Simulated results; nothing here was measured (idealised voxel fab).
Process module, titled voxel gate over fins
The cross-section on display is named cut; it measures 160 nm wide, and its cells are 5 nm squares.
Cross-sections here: square-cell grids, written as top-down lists of bands, a band being one or more rows of cells.
Top, bottom (nm), then materials left to right with widths (nm); lone material tagged "throughout" fills the whole band edge to edge; "air" = empty space.
The level at which height equals 0 is the one under which the wafer, as it arrives, is entirely one material. No lower edge exists for the bottom band, which continues downward and is notated as in "0 nm and below".
Quick explanation for "30->40": the width changes in equal steps down the rows of cells, from the first number in the band's top row to the second number in its bottom row.
"identical to before" (step): cross-section cells unchanged, all of them.
Completely enclosed voids: empty space of 8 cells or more with no open way to the top, each as width x height at its distance from the left edge, in nm
It should be noted that, on the line of a given step, the content following the step's settings is a remark produced by the simulator itself with respect to that step.
Regarding "overlay nm": on a step with a mask, it is the distance the mask lay to the right of its planned place; a negative value places it to the left.
Each pair of cross-sections that follows straddles one process step: the one shows the state before the step, the other the state after it, down to the lowest band that changed and no further. The step in question, and its settings, are given under the pair. Note that a pair is not necessarily a continuation of the pair above it, since pairs can come from different runs of this module on the same starting wafer; it is a continuation only where its entry headed "Prior state" says so.
Prior state:
    0 nm and below = Si throughout
    Completely enclosed voids: none
Post-Step Snapshot:
    5 nm to 0 nm = SiN throughout
    Beneath the level 0, the cross-section is identical to its previous state.
    Completely enclosed voids: none
Upper to lower cross-section via CONFORMAL_DEP (material SiN; thk nm 5)
Prior state: The prior state of this step coincides with the post-step cross-section of the pair just above.
Post-Step Snapshot:
    5 nm to 0 nm = 50 air / 15 SiN / 25 air / 15 SiN / 55 air
    Beneath the level 0, the cross-section is identical to its previous state.
    Completely enclosed voids: none
Upper to lower cross-section via MASKED_ETCH (tone cover; mask id FINS; width nm 15; pitch nm 40; etch materials SiN; depth nm 5; overlay nm 0)
Prior state: The prior state of this step coincides with the post-step cross-section of the pair just above.
Post-Step Snapshot:
    5 nm to 0 nm = 50 air / 15 SiN / 25 air / 15 SiN / 55 air
    0 nm to -30 nm = 50 air / 15 Si / 25 air / 15 Si / 55 air
    Beneath the level -30, the cross-section is identical to its previous state.
    Completely enclosed voids: none
Upper to lower cross-section via MASKED_ETCH (tone cover; mask id FINS; width nm 15; pitch nm 40; etch materials Si; depth nm 30; overlay nm 0)
Prior state: The prior state of this step coincides with the post-step cross-section of the pair just above.
Post-Step Snapshot:
    5 nm to 0 nm = 50 air / 15 SiN / 25 air / 15 SiN / 55 air
    0 nm to -30 nm = 50 air / 5 SiO2 / 5 Si / 5 SiO2 / 25 air / 5 SiO2 / 5 Si / 5 SiO2 / 55 air
    -30 nm to -35 nm = 55 SiO2 / 5 Si / 35 SiO2 / 5 Si / 60 SiO2
    Beneath the level -35, the cross-section is identical to its previous state.
    Completely enclosed voids: none
Upper to lower cross-section via OXIDIZE (depth nm 5)
Prior state: The prior state of this step coincides with the post-step cross-section of the pair just above.
Post-Step Snapshot:
    20 nm to 5 nm = SiO2 throughout
    5 nm to 0 nm = 50 SiO2 / 15 SiN / 25 SiO2 / 15 SiN / 55 SiO2
    0 nm to -35 nm = 55 SiO2 / 5 Si / 35 SiO2 / 5 Si / 60 SiO2
    Beneath the level -35, the cross-section is identical to its previous state.
    Completely enclosed voids: none
Upper to lower cross-section via FILL_DEP (material SiO2; thk nm 15)
Prior state: The prior state of this step coincides with the post-step cross-section of the pair just above.
Post-Step Snapshot:
    5 nm to 0 nm = 50 SiO2 / 15 SiN / 25 SiO2 / 15 SiN / 55 SiO2
    Beneath the level 0, the cross-section is identical to its previous state.
    Completely enclosed voids: none
Upper to lower cross-section via CMP (height nm 5)
Prior state: The prior state of this step coincides with the post-step cross-section of the pair just above.
Post-Step Snapshot:
    5 nm to 0 nm = 50 air / 15 SiN / 25 air / 15 SiN / 55 air
    0 nm to -10 nm = 55 air / 5 Si / 35 air / 5 Si / 60 air
    Beneath the level -10, the cross-section is identical to its previous state.
    Completely enclosed voids: none
Upper to lower cross-section via SELECTIVE_ETCH (etch materials SiO2; depth nm 15)
Prior state: The prior state of this step coincides with the post-step cross-section of the pair just above.
Post-Step Snapshot:
    0 nm to -10 nm = 55 air / 5 Si / 35 air / 5 Si / 60 air
    Beneath the level -10, the cross-section is identical to its previous state.
    Completely enclosed voids: none
Upper to lower cross-section via STRIP (etch materials SiN)
Prior state: The prior state of this step coincides with the post-step cross-section of the pair just above.
Post-Step Snapshot:
    5 nm to 0 nm = 50 air / 15 HfO2 / 25 air / 15 HfO2 / 55 air
    0 nm to -5 nm = 50 air / 5 HfO2 / 5 Si / 5 HfO2 / 25 air / 5 HfO2 / 5 Si / 5 HfO2 / 55 air
    -5 nm to -10 nm = 55 HfO2 / 5 Si / 35 HfO2 / 5 Si / 60 HfO2
    Beneath the level -10, the cross-section is identical to its previous state.
    Completely enclosed voids: none
Upper to lower cross-section via CONFORMAL_DEP (material HfO2; thk nm 5)
Prior state: The prior state of this step coincides with the post-step cross-section of the pair just above.
Post-Step Snapshot:
    10 nm to 5 nm = 45 air / 25 TiN / 15 air / 25 TiN / 50 air
    5 nm to 0 nm = 45 air / 5 TiN / 15 HfO2 / 5 TiN / 15 air / 5 TiN / 15 HfO2 / 5 TiN / 50 air
    0 nm to -5 nm = 50 TiN / 5 HfO2 / 5 Si / 5 HfO2 / 25 TiN / 5 HfO2 / 5 Si / 5 HfO2 / 55 TiN
    Beneath the level -5, the cross-section is identical to its previous state.
    Completely enclosed voids: none
Upper to lower cross-section via CONFORMAL_DEP (material TiN; thk nm 5)
Prior state: The prior state of this step coincides with the post-step cross-section of the pair just above.
Post-Step Snapshot:
    20 nm to 10 nm = W throughout
    10 nm to 5 nm = 45 W / 25 TiN / 15 W / 25 TiN / 50 W
    5 nm to 0 nm = 45 W / 5 TiN / 15 HfO2 / 5 TiN / 15 W / 5 TiN / 15 HfO2 / 5 TiN / 50 W
    Beneath the level 0, the cross-section is identical to its previous state.
    Completely enclosed voids: none
Upper to lower cross-section via FILL_DEP (material W; thk nm 10)
Prior state: The prior state of this step coincides with the post-step cross-section of the pair just above.
Post-Step Snapshot:
    15 nm to 10 nm = W throughout
    Beneath the level 10, the cross-section is identical to its previous state.
    Completely enclosed voids: none
Upper to lower cross-section via CMP (height nm 15)
Prior state: The prior state of this step coincides with the post-step cross-section of the pair just above.
Post-Step Snapshot:
    25 nm to 15 nm = SiCN throughout
    Beneath the level 15, the cross-section is identical to its previous state.
    Completely enclosed voids: none
Upper to lower cross-section via CONFORMAL_DEP (material SiCN; thk nm 10)
Prior state:
    0 nm to -10 nm = 55 air / 5 Si / 35 air / 5 Si / 60 air
    -10 nm to -35 nm = 55 SiO2 / 5 Si / 35 SiO2 / 5 Si / 60 SiO2
    -35 nm and below = Si throughout
    Completely enclosed voids: none
Post-Step Snapshot:
    5 nm to 0 nm = 50 air / 15 TiN / 25 air / 15 TiN / 55 air
    0 nm to -5 nm = 50 air / 5 TiN / 5 Si / 5 TiN / 25 air / 5 TiN / 5 Si / 5 TiN / 55 air
    -5 nm to -10 nm = 55 TiN / 5 Si / 35 TiN / 5 Si / 60 TiN
    Beneath the level -10, the cross-section is identical to its previous state.
    Completely enclosed voids: none
Upper to lower cross-section via CONFORMAL_DEP (material TiN; thk nm 5)
Prior state: The prior state of this step coincides with the post-step cross-section of the pair just above.
Post-Step Snapshot:
    15 nm to 5 nm = W throughout
    5 nm to 0 nm = 50 W / 15 TiN / 25 W / 15 TiN / 55 W
    0 nm to -5 nm = 50 W / 5 TiN / 5 Si / 5 TiN / 25 W / 5 TiN / 5 Si / 5 TiN / 55 W
    Beneath the level -5, the cross-section is identical to its previous state.
    Completely enclosed voids: none
Upper to lower cross-section via FILL_DEP (material W; thk nm 10)
Prior state: The prior state of this step coincides with the post-step cross-section of the pair just above.
Post-Step Snapshot:
    25 nm to 15 nm = SiCN throughout
    Beneath the level 15, the cross-section is identical to its previous state.
    Completely enclosed voids: none
Upper to lower cross-section via CONFORMAL_DEP (material SiCN; thk nm 10)
Prior state:
    5 nm to 0 nm = 50 air / 15 SiN / 25 air / 15 SiN / 55 air
    0 nm to -10 nm = 55 air / 5 Si / 35 air / 5 Si / 60 air
    -10 nm to -35 nm = 55 SiO2 / 5 Si / 35 SiO2 / 5 Si / 60 SiO2
    -35 nm and below = Si throughout
    Completely enclosed voids: none
Post-Step Snapshot:
    5 nm to 0 nm = 50 air / 15 SiN / 25 air / 15 SiN / 55 air
    0 nm to -25 nm = 55 air / 5 Si / 35 air / 5 Si / 60 air
    Beneath the level -25, the cross-section is identical to its previous state.
    Completely enclosed voids: none
Upper to lower cross-section via SELECTIVE_ETCH (etch materials SiO2; depth nm 15)
Prior state: The prior state of this step coincides with the post-step cross-section of the pair just above.
Post-Step Snapshot:
    0 nm to -25 nm = 55 air / 5 Si / 35 air / 5 Si / 60 air
    Beneath the level -25, the cross-section is identical to its previous state.
    Completely enclosed voids: none
Upper to lower cross-section via STRIP (etch materials SiN)
Prior state: The prior state of this step coincides with the post-step cross-section of the pair just above.
Post-Step Snapshot:
    5 nm to 0 nm = 50 air / 15 HfO2 / 25 air / 15 HfO2 / 55 air
    0 nm to -20 nm = 50 air / 5 HfO2 / 5 Si / 5 HfO2 / 25 air / 5 HfO2 / 5 Si / 5 HfO2 / 55 air
    -20 nm to -25 nm = 55 HfO2 / 5 Si / 35 HfO2 / 5 Si / 60 HfO2
    Beneath the level -25, the cross-section is identical to its previous state.
    Completely enclosed voids: none
Upper to lower cross-section via CONFORMAL_DEP (material HfO2; thk nm 5)
Prior state: The prior state of this step coincides with the post-step cross-section of the pair just above.
Post-Step Snapshot:
    10 nm to 5 nm = 45 air / 25 TiN / 15 air / 25 TiN / 50 air
    5 nm to 0 nm = 45 air / 5 TiN / 15 HfO2 / 5 TiN / 15 air / 5 TiN / 15 HfO2 / 5 TiN / 50 air
    0 nm to -15 nm = 45 air / 5 TiN / 5 HfO2 / 5 Si / 5 HfO2 / 5 TiN / 15 air / 5 TiN / 5 HfO2 / 5 Si / 5 HfO2 / 5 TiN / 50 air
    -15 nm to -20 nm = 50 TiN / 5 HfO2 / 5 Si / 5 HfO2 / 25 TiN / 5 HfO2 / 5 Si / 5 HfO2 / 55 TiN
    Beneath the level -20, the cross-section is identical to its previous state.
    Completely enclosed voids: none
Upper to lower cross-section via CONFORMAL_DEP (material TiN; thk nm 5)
Prior state: The prior state of this step coincides with the post-step cross-section of the pair just above.
Post-Step Snapshot:
    20 nm to 10 nm = W throughout
    10 nm to 5 nm = 45 W / 25 TiN / 15 W / 25 TiN / 50 W
    5 nm to 0 nm = 45 W / 5 TiN / 15 HfO2 / 5 TiN / 15 W / 5 TiN / 15 HfO2 / 5 TiN / 50 W
    0 nm to -15 nm = 45 W / 5 TiN / 5 HfO2 / 5 Si / 5 HfO2 / 5 TiN / 15 W / 5 TiN / 5 HfO2 / 5 Si / 5 HfO2 / 5 TiN / 50 W
    Beneath the level -15, the cross-section is identical to its previous state.
    Completely enclosed voids: none
Upper to lower cross-section via FILL_DEP (material W; thk nm 10)
Prior state: The prior state of this step coincides with the post-step cross-section of the pair just above.
Post-Step Snapshot:
    15 nm to 10 nm = W throughout
    Beneath the level 10, the cross-section is identical to its previous state.
    Completely enclosed voids: none
Upper to lower cross-section via CMP (height nm 15)
Prior state: The prior state of this step coincides with the post-step cross-section of the pair just above.
Post-Step Snapshot:
    25 nm to 15 nm = SiCN throughout
    Beneath the level 15, the cross-section is identical to its previous state.
    Completely enclosed voids: none
Upper to lower cross-section via CONFORMAL_DEP (material SiCN; thk nm 10)
Prior state:
    5 nm to 0 nm = 50 SiO2 / 15 SiN / 25 SiO2 / 15 SiN / 55 SiO2
    0 nm to -35 nm = 55 SiO2 / 5 Si / 35 SiO2 / 5 Si / 60 SiO2
    -35 nm and below = Si throughout
    Completely enclosed voids: none
Post-Step Snapshot:
    5 nm to 0 nm = 50 SiO2 / 15 air / 25 SiO2 / 15 air / 55 SiO2
    Beneath the level 0, the cross-section is identical to its previous state.
    Completely enclosed voids: none
Upper to lower cross-section via STRIP (etch materials SiN)
Prior state: The prior state of this step coincides with the post-step cross-section of the pair just above.
Post-Step Snapshot:
    0 nm to -10 nm = 55 air / 5 Si / 35 air / 5 Si / 60 air
    -10 nm to -15 nm = 35 SiO2 / 20 air / 5 Si / 35 air / 5 Si / 20 air / 40 SiO2
    Beneath the level -15, the cross-section is identical to its previous state.
    Completely enclosed voids: none
Upper to lower cross-section via SELECTIVE_ETCH (etch materials SiO2; depth nm 15)
Prior state: The prior state of this step coincides with the post-step cross-section of the pair just above.
Post-Step Snapshot:
    5 nm to 0 nm = 50 air / 15 HfO2 / 25 air / 15 HfO2 / 55 air
    0 nm to -5 nm = 50 air / 5 HfO2 / 5 Si / 5 HfO2 / 25 air / 5 HfO2 / 5 Si / 5 HfO2 / 55 air
    -5 nm to -10 nm = 40 HfO2 / 10 air / 5 HfO2 / 5 Si / 5 HfO2 / 25 air / 5 HfO2 / 5 Si / 5 HfO2 / 10 air / 45 HfO2
    -10 nm to -15 nm = 35 SiO2 / 20 HfO2 / 5 Si / 35 HfO2 / 5 Si / 20 HfO2 / 40 SiO2
    Beneath the level -15, the cross-section is identical to its previous state.
    Completely enclosed voids: none
Upper to lower cross-section via CONFORMAL_DEP (material HfO2; thk nm 5)
Prior state: The prior state of this step coincides with the post-step cross-section of the pair just above.
Post-Step Snapshot:
    10 nm to 5 nm = 45 air / 25 TiN / 15 air / 25 TiN / 50 air
    5 nm to 0 nm = 45 air / 5 TiN / 15 HfO2 / 5 TiN / 15 air / 5 TiN / 15 HfO2 / 5 TiN / 50 air
    0 nm to -5 nm = 50 TiN / 5 HfO2 / 5 Si / 5 HfO2 / 5 TiN / 15 air / 5 TiN / 5 HfO2 / 5 Si / 5 HfO2 / 55 TiN
    -5 nm to -10 nm = 40 HfO2 / 10 TiN / 5 HfO2 / 5 Si / 5 HfO2 / 25 TiN / 5 HfO2 / 5 Si / 5 HfO2 / 10 TiN / 45 HfO2
    Beneath the level -10, the cross-section is identical to its previous state.
    Completely enclosed voids: none
Upper to lower cross-section via CONFORMAL_DEP (material TiN; thk nm 5)
Prior state: The prior state of this step coincides with the post-step cross-section of the pair just above.
Post-Step Snapshot:
    20 nm to 10 nm = W throughout
    10 nm to 5 nm = 45 W / 25 TiN / 15 W / 25 TiN / 50 W
    5 nm to 0 nm = 45 W / 5 TiN / 15 HfO2 / 5 TiN / 15 W / 5 TiN / 15 HfO2 / 5 TiN / 50 W
    0 nm to -5 nm = 50 TiN / 5 HfO2 / 5 Si / 5 HfO2 / 5 TiN / 15 W / 5 TiN / 5 HfO2 / 5 Si / 5 HfO2 / 55 TiN
    Beneath the level -5, the cross-section is identical to its previous state.
    Completely enclosed voids: none
Upper to lower cross-section via FILL_DEP (material W; thk nm 10)
Prior state: The prior state of this step coincides with the post-step cross-section of the pair just above.
Post-Step Snapshot:
    15 nm to 10 nm = W throughout
    Beneath the level 10, the cross-section is identical to its previous state.
    Completely enclosed voids: none
Upper to lower cross-section via CMP (height nm 15)
Prior state: The prior state of this step coincides with the post-step cross-section of the pair just above.
Post-Step Snapshot:
    25 nm to 15 nm = SiCN throughout
    Beneath the level 15, the cross-section is identical to its previous state.
    Completely enclosed voids: none
Upper to lower cross-section via CONFORMAL_DEP (material SiCN; thk nm 10)
Prior state:
    0 nm to -10 nm = 55 air / 5 Si / 35 air / 5 Si / 60 air
    -10 nm to -35 nm = 55 SiO2 / 5 Si / 35 SiO2 / 5 Si / 60 SiO2
    -35 nm and below = Si throughout
    Completely enclosed voids: none
Post-Step Snapshot:
    15 nm to 5 nm = 40 air / 35 HfO2 / 5 air / 35 HfO2 / 45 air
    5 nm to 0 nm = HfO2 throughout
    0 nm to -10 nm = 55 HfO2 / 5 Si / 35 HfO2 / 5 Si / 60 HfO2
    Beneath the level -10, the cross-section is identical to its previous state.
    Completely enclosed voids: none
Upper to lower cross-section via CONFORMAL_DEP (material HfO2; thk nm 15)
Prior state: The prior state of this step coincides with the post-step cross-section of the pair just above.
Post-Step Snapshot:
    20 nm to 15 nm = 35 air / 85 TiN / 40 air
    15 nm to 10 nm = 35 air / 5 TiN / 35 HfO2 / 5 TiN / 35 HfO2 / 5 TiN / 40 air
    10 nm to 5 nm = 40 TiN / 35 HfO2 / 5 TiN / 35 HfO2 / 45 TiN
    Beneath the level 5, the cross-section is identical to its previous state.
    Completely enclosed voids: none
Upper to lower cross-section via CONFORMAL_DEP (material TiN; thk nm 5)
Prior state: The prior state of this step coincides with the post-step cross-section of the pair just above.
Post-Step Snapshot:
    30 nm to 20 nm = W throughout
    20 nm to 15 nm = 35 W / 85 TiN / 40 W
    15 nm to 10 nm = 35 W / 5 TiN / 35 HfO2 / 5 TiN / 35 HfO2 / 5 TiN / 40 W
    Beneath the level 10, the cross-section is identical to its previous state.
    Completely enclosed voids: none
Upper to lower cross-section via FILL_DEP (material W; thk nm 10)
Prior state: The prior state of this step coincides with the post-step cross-section of the pair just above.
Post-Step Snapshot:
    15 nm to 10 nm = 35 W / 5 TiN / 35 HfO2 / 5 TiN / 35 HfO2 / 5 TiN / 40 W
    Beneath the level 10, the cross-section is identical to its previous state.
    Completely enclosed voids: none
Upper to lower cross-section via CMP (height nm 15)
Prior state: The prior state of this step coincides with the post-step cross-section of the pair just above.
Post-Step Snapshot:
    25 nm to 15 nm = SiCN throughout
    Beneath the level 15, the cross-section is identical to its previous state.
    Completely enclosed voids: none
Upper to lower cross-section via CONFORMAL_DEP (material SiCN; thk nm 10)
Prior state:
    5 nm to 0 nm = 50 air / 15 SiN / 25 air / 15 SiN / 55 air
    0 nm and below = Si throughout
    Completely enclosed voids: none
Post-Step Snapshot:
    5 nm to 0 nm = 50 air / 15 SiN / 25 air / 15 SiN / 55 air
    0 nm to -30 nm = 45 air / 25 Si / 15 air / 25 Si / 50 air
    Beneath the level -30, the cross-section is identical to its previous state.
    Completely enclosed voids: none
Upper to lower cross-section via MASKED_ETCH (tone cover; mask id FINS; width nm 25; pitch nm 40; etch materials Si; depth nm 30; overlay nm 0)
Prior state: The prior state of this step coincides with the post-step cross-section of the pair just above.
Post-Step Snapshot:
    5 nm to 0 nm = 50 air / 15 SiN / 25 air / 15 SiN / 55 air
    0 nm to -5 nm = 45 air / 10 SiO2 / 5 Si / 10 SiO2 / 15 air / 10 SiO2 / 5 Si / 10 SiO2 / 50 air
    -5 nm to -30 nm = 45 air / 5 SiO2 / 15 Si / 5 SiO2 / 15 air / 5 SiO2 / 15 Si / 5 SiO2 / 50 air
    -30 nm to -35 nm = 50 SiO2 / 15 Si / 25 SiO2 / 15 Si / 55 SiO2
    Beneath the level -35, the cross-section is identical to its previous state.
    Completely enclosed voids: none
Upper to lower cross-section via OXIDIZE (depth nm 5)
Prior state: The prior state of this step coincides with the post-step cross-section of the pair just above.
Post-Step Snapshot:
    20 nm to 5 nm = SiO2 throughout
    5 nm to 0 nm = 50 SiO2 / 15 SiN / 25 SiO2 / 15 SiN / 55 SiO2
    0 nm to -5 nm = 55 SiO2 / 5 Si / 35 SiO2 / 5 Si / 60 SiO2
    -5 nm to -35 nm = 50 SiO2 / 15 Si / 25 SiO2 / 15 Si / 55 SiO2
    Beneath the level -35, the cross-section is identical to its previous state.
    Completely enclosed voids: none
Upper to lower cross-section via FILL_DEP (material SiO2; thk nm 15)
Prior state: The prior state of this step coincides with the post-step cross-section of the pair just above.
Post-Step Snapshot:
    5 nm to 0 nm = 50 SiO2 / 15 SiN / 25 SiO2 / 15 SiN / 55 SiO2
    Beneath the level 0, the cross-section is identical to its previous state.
    Completely enclosed voids: none
Upper to lower cross-section via CMP (height nm 5)
Prior state: The prior state of this step coincides with the post-step cross-section of the pair just above.
Post-Step Snapshot:
    5 nm to 0 nm = 50 air / 15 SiN / 25 air / 15 SiN / 55 air
    0 nm to -10 nm = 55->50 air / 5->15 Si / 35->25 air / 5->15 Si / 60->55 air
    Beneath the level -10, the cross-section is identical to its previous state.
    Completely enclosed voids: none
Upper to lower cross-section via SELECTIVE_ETCH (etch materials SiO2; depth nm 15)
Prior state: The prior state of this step coincides with the post-step cross-section of the pair just above.
Post-Step Snapshot:
    0 nm to -10 nm = 55->50 air / 5->15 Si / 35->25 air / 5->15 Si / 60->55 air
    Beneath the level -10, the cross-section is identical to its previous state.
    Completely enclosed voids: none
Upper to lower cross-section via STRIP (etch materials SiN)
Prior state: The prior state of this step coincides with the post-step cross-section of the pair just above.
Post-Step Snapshot:
    5 nm to 0 nm = 50 air / 15 HfO2 / 25 air / 15 HfO2 / 55 air
    0 nm to -5 nm = 45 air / 10 HfO2 / 5 Si / 10 HfO2 / 15 air / 10 HfO2 / 5 Si / 10 HfO2 / 50 air
    -5 nm to -10 nm = 50 HfO2 / 15 Si / 25 HfO2 / 15 Si / 55 HfO2
    Beneath the level -10, the cross-section is identical to its previous state.
    Completely enclosed voids: none
Upper to lower cross-section via CONFORMAL_DEP (material HfO2; thk nm 5)
Prior state: The prior state of this step coincides with the post-step cross-section of the pair just above.
Post-Step Snapshot:
    10 nm to 5 nm = 45 air / 25 TiN / 15 air / 25 TiN / 50 air
    5 nm to 0 nm = 40 air / 10 TiN / 15 HfO2 / 10 TiN / 5 air / 10 TiN / 15 HfO2 / 10 TiN / 45 air
    0 nm to -5 nm = 45 TiN / 10 HfO2 / 5 Si / 10 HfO2 / 15 TiN / 10 HfO2 / 5 Si / 10 HfO2 / 50 TiN
    Beneath the level -5, the cross-section is identical to its previous state.
    Completely enclosed voids: none
Upper to lower cross-section via CONFORMAL_DEP (material TiN; thk nm 5)
Prior state: The prior state of this step coincides with the post-step cross-section of the pair just above.
Post-Step Snapshot:
    20 nm to 10 nm = W throughout
    10 nm to 5 nm = 45 W / 25 TiN / 15 W / 25 TiN / 50 W
    5 nm to 0 nm = 40 W / 10 TiN / 15 HfO2 / 10 TiN / 5 W / 10 TiN / 15 HfO2 / 10 TiN / 45 W
    Beneath the level 0, the cross-section is identical to its previous state.
    Completely enclosed voids: none
Upper to lower cross-section via FILL_DEP (material W; thk nm 10)
Prior state: The prior state of this step coincides with the post-step cross-section of the pair just above.
Post-Step Snapshot:
    15 nm to 10 nm = W throughout
    Beneath the level 10, the cross-section is identical to its previous state.
    Completely enclosed voids: none
Upper to lower cross-section via CMP (height nm 15)
Prior state: The prior state of this step coincides with the post-step cross-section of the pair just above.
Post-Step Snapshot:
    25 nm to 15 nm = SiCN throughout
    Beneath the level 15, the cross-section is identical to its previous state.
    Completely enclosed voids: none
Upper to lower cross-section via CONFORMAL_DEP (material SiCN; thk nm 10)
Prior state:
    5 nm to 0 nm = SiN throughout
    0 nm and below = Si throughout
    Completely enclosed voids: none
Post-Step Snapshot:
    5 nm to 0 nm = 60 air / 15 SiN / 25 air / 15 SiN / 45 air
    Beneath the level 0, the cross-section is identical to its previous state.
    Completely enclosed voids: none
Upper to lower cross-section via MASKED_ETCH (tone cover; mask id FINS; width nm 15; pitch nm 40; etch materials SiN; depth nm 5; overlay nm 10)
Prior state: The prior state of this step coincides with the post-step cross-section of the pair just above.
Post-Step Snapshot:
    5 nm to 0 nm = 60 air / 15 SiN / 25 air / 15 SiN / 45 air
    0 nm to -30 nm = 50 air / 25 Si / 15 air / 25 Si / 45 air
    Beneath the level -30, the cross-section is identical to its previous state.
    Completely enclosed voids: none
Upper to lower cross-section via MASKED_ETCH (tone cover; mask id FINS; width nm 15; pitch nm 40; etch materials Si; depth nm 30; overlay nm 0)
Prior state: The prior state of this step coincides with the post-step cross-section of the pair just above.
Post-Step Snapshot:
    5 nm to 0 nm = 60 air / 15 SiN / 25 air / 15 SiN / 45 air
    0 nm to -5 nm = 50 air / 15 SiO2 / 5 Si / 5 SiO2 / 15 air / 15 SiO2 / 5 Si / 5 SiO2 / 45 air
    -5 nm to -30 nm = 50 air / 5 SiO2 / 15 Si / 5 SiO2 / 15 air / 5 SiO2 / 15 Si / 5 SiO2 / 45 air
    -30 nm to -35 nm = 55 SiO2 / 15 Si / 25 SiO2 / 15 Si / 50 SiO2
    Beneath the level -35, the cross-section is identical to its previous state.
    Completely enclosed voids: none
Upper to lower cross-section via OXIDIZE (depth nm 5)
Prior state: The prior state of this step coincides with the post-step cross-section of the pair just above.
Post-Step Snapshot:
    20 nm to 5 nm = SiO2 throughout
    5 nm to 0 nm = 60 SiO2 / 15 SiN / 25 SiO2 / 15 SiN / 45 SiO2
    0 nm to -5 nm = 65 SiO2 / 5 Si / 35 SiO2 / 5 Si / 50 SiO2
    -5 nm to -35 nm = 55 SiO2 / 15 Si / 25 SiO2 / 15 Si / 50 SiO2
    Beneath the level -35, the cross-section is identical to its previous state.
    Completely enclosed voids: none
Upper to lower cross-section via FILL_DEP (material SiO2; thk nm 15)
Prior state: The prior state of this step coincides with the post-step cross-section of the pair just above.
Post-Step Snapshot:
    5 nm to 0 nm = 60 SiO2 / 15 SiN / 25 SiO2 / 15 SiN / 45 SiO2
    Beneath the level 0, the cross-section is identical to its previous state.
    Completely enclosed voids: none
Upper to lower cross-section via CMP (height nm 5)
Prior state: The prior state of this step coincides with the post-step cross-section of the pair just above.
Post-Step Snapshot:
    5 nm to 0 nm = 60 air / 15 SiN / 25 air / 15 SiN / 45 air
    0 nm to -10 nm = 65->55 air / 5->15 Si / 35->25 air / 5->15 Si / 50 air
    Beneath the level -10, the cross-section is identical to its previous state.
    Completely enclosed voids: none
Upper to lower cross-section via SELECTIVE_ETCH (etch materials SiO2; depth nm 15)
Prior state: The prior state of this step coincides with the post-step cross-section of the pair just above.
Post-Step Snapshot:
    0 nm to -10 nm = 65->55 air / 5->15 Si / 35->25 air / 5->15 Si / 50 air
    Beneath the level -10, the cross-section is identical to its previous state.
    Completely enclosed voids: none
Upper to lower cross-section via STRIP (etch materials SiN)
Prior state: The prior state of this step coincides with the post-step cross-section of the pair just above.
Post-Step Snapshot:
    5 nm to 0 nm = 60 air / 15 HfO2 / 25 air / 15 HfO2 / 45 air
    0 nm to -5 nm = 50 air / 15 HfO2 / 5 Si / 5 HfO2 / 15 air / 15 HfO2 / 5 Si / 5 HfO2 / 45 air
    -5 nm to -10 nm = 55 HfO2 / 15 Si / 25 HfO2 / 15 Si / 50 HfO2
    Beneath the level -10, the cross-section is identical to its previous state.
    Completely enclosed voids: none
Upper to lower cross-section via CONFORMAL_DEP (material HfO2; thk nm 5)
Prior state: The prior state of this step coincides with the post-step cross-section of the pair just above.
Post-Step Snapshot:
    10 nm to 5 nm = 55 air / 25 TiN / 15 air / 25 TiN / 40 air
    5 nm to 0 nm = 45 air / 15 TiN / 15 HfO2 / 5 TiN / 5 air / 15 TiN / 15 HfO2 / 5 TiN / 40 air
    0 nm to -5 nm = 50 TiN / 15 HfO2 / 5 Si / 5 HfO2 / 15 TiN / 15 HfO2 / 5 Si / 5 HfO2 / 45 TiN
    Beneath the level -5, the cross-section is identical to its previous state.
    Completely enclosed voids: none
Upper to lower cross-section via CONFORMAL_DEP (material TiN; thk nm 5)
Prior state: The prior state of this step coincides with the post-step cross-section of the pair just above.
Post-Step Snapshot:
    20 nm to 10 nm = W throughout
    10 nm to 5 nm = 55 W / 25 TiN / 15 W / 25 TiN / 40 W
    5 nm to 0 nm = 45 W / 15 TiN / 15 HfO2 / 5 TiN / 5 W / 15 TiN / 15 HfO2 / 5 TiN / 40 W
    Beneath the level 0, the cross-section is identical to its previous state.
    Completely enclosed voids: none
Upper to lower cross-section via FILL_DEP (material W; thk nm 10)
Prior state: The prior state of this step coincides with the post-step cross-section of the pair just above.
Post-Step Snapshot:
    15 nm to 10 nm = W throughout
    Beneath the level 10, the cross-section is identical to its previous state.
    Completely enclosed voids: none
Upper to lower cross-section via CMP (height nm 15)
Prior state: The prior state of this step coincides with the post-step cross-section of the pair just above.
Post-Step Snapshot:
    25 nm to 15 nm = SiCN throughout
    Beneath the level 15, the cross-section is identical to its previous state.
    Completely enclosed voids: none
Upper to lower cross-section via CONFORMAL_DEP (material SiCN; thk nm 10)
Prior state:
    5 nm to 0 nm = 50 air / 15 HfO2 / 25 air / 15 HfO2 / 55 air
    0 nm to -5 nm = 50 air / 5 HfO2 / 5 Si / 5 HfO2 / 25 air / 5 HfO2 / 5 Si / 5 HfO2 / 55 air
    -5 nm to -10 nm = 55 HfO2 / 5 Si / 35 HfO2 / 5 Si / 60 HfO2
    -10 nm to -35 nm = 55 SiO2 / 5 Si / 35 SiO2 / 5 Si / 60 SiO2
    -35 nm and below = Si throughout
    Completely enclosed voids: none
Post-Step Snapshot:
    10 nm to 5 nm = 45 air / 25 SiN / 15 air / 25 SiN / 50 air
    5 nm to 0 nm = 45 air / 5 SiN / 15 HfO2 / 5 SiN / 15 air / 5 SiN / 15 HfO2 / 5 SiN / 50 air
    0 nm to -5 nm = 50 SiN / 5 HfO2 / 5 Si / 5 HfO2 / 25 SiN / 5 HfO2 / 5 Si / 5 HfO2 / 55 SiN
    Beneath the level -5, the cross-section is identical to its previous state.
    Completely enclosed voids: none
Upper to lower cross-section via CONFORMAL_DEP (material SiN; thk nm 5)
Prior state: The prior state of this step coincides with the post-step cross-section of the pair just above.
Post-Step Snapshot:
    20 nm to 10 nm = W throughout
    10 nm to 5 nm = 45 W / 25 SiN / 15 W / 25 SiN / 50 W
    5 nm to 0 nm = 45 W / 5 SiN / 15 HfO2 / 5 SiN / 15 W / 5 SiN / 15 HfO2 / 5 SiN / 50 W
    Beneath the level 0, the cross-section is identical to its previous state.
    Completely enclosed voids: none
Upper to lower cross-section via FILL_DEP (material W; thk nm 10)
Prior state: The prior state of this step coincides with the post-step cross-section of the pair just above.
Post-Step Snapshot:
    15 nm to 10 nm = W throughout
    Beneath the level 10, the cross-section is identical to its previous state.
    Completely enclosed voids: none
Upper to lower cross-section via CMP (height nm 15)
Prior state: The prior state of this step coincides with the post-step cross-section of the pair just above.
Post-Step Snapshot:
    25 nm to 15 nm = SiCN throughout
    Beneath the level 15, the cross-section is identical to its previous state.
    Completely enclosed voids: none
Upper to lower cross-section via CONFORMAL_DEP (material SiCN; thk nm 10)
